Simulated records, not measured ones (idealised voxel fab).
Proc. module: voxel lift off
The cross-section shown here is cut; it is 140 nm wide and divided into square cells measuring 5 nm on a side.
Cross-section layout: square cells on a grid; listed as bands, top to bottom; a band spans one or more cell rows.
Per band: top height and bottom height in nm, followed by the left-to-right materials and their widths in nm; "full width" marks a single material spanning edge to edge, "blank" marks empty space.
A quick word on heights: they are counted from 0, and under that level the wafer as it came to us is one material throughout. The lowest band is different from the rest in having no bottom; it simply continues downward, written as in "0 nm and below".
Read "30 to 40" as a graded width: first number on top, second number at the bottom, same change between each pair of neighbouring rows.
"left unchanged", as given for a step, is the statement that not any cell of the cross-section underwent a change during that step.
The label "Enclosed void listing" introduces a list of the empty spaces, 8 cells or larger, that have no open way up to the top; each entry in it reads width x height at distance, where the distance is taken from the left edge and all three are stated in nm.
If you see something after the settings on a step's line, that's the simulator's own remark about that step.
If you see "overlay nm" on a step's line and that step has a mask, it's telling you how far right of where it was planned the mask ended up; a negative number means it went left instead.
Listed below are the process steps as planned
1 RECEIVE (material Si)
2 CONFORMAL_DEP (material Al2O3; thk nm 15)
3 PATTERN (tone open; mask id LINES; material resist; width nm 25; pitch nm 40; thk nm 20; overlay nm 0)
4 DIRECTIONAL_DEP (material Ru; thk nm 10)
5 STRIP (etch materials resist)
6 CONFORMAL_DEP (material SiO2; thk nm 10)
Cross-section, incoming material, after step 1
- 0 nm and below = Si full width
- Enclosed void listing: none
As-planned run: cross-section of the first of two wafers at end of module
- 35 nm to 25 nm = blank 25 | SiO2 85 | blank 30
- 25 nm to 15 nm = SiO2 35 | Ru 25 | SiO2 15 | Ru 25 | SiO2 40
- 15 nm to 0 nm = Al2O3 full width
- 0 nm and below = Si full width
- Enclosed void listing: none
Cross-sectional view of the second of two wafers upon completion of the module. This wafer shared its starting condition and process plan with the first; one error was made during its execution
- 35 nm to 25 nm = blank 25 | Ru 85 | blank 30
- 25 nm to 15 nm = Ru full width
- 15 nm to 0 nm = Al2O3 full width
- 0 nm and below = Si full width
- Enclosed void listing: none
Error vs. plan: the process deviated at step 6: the operation and settings actually run there were CONFORMAL_DEP (material Ru; thk nm 10)
at the end the second wafer has, in cells: Ru +70; SiO2 -70
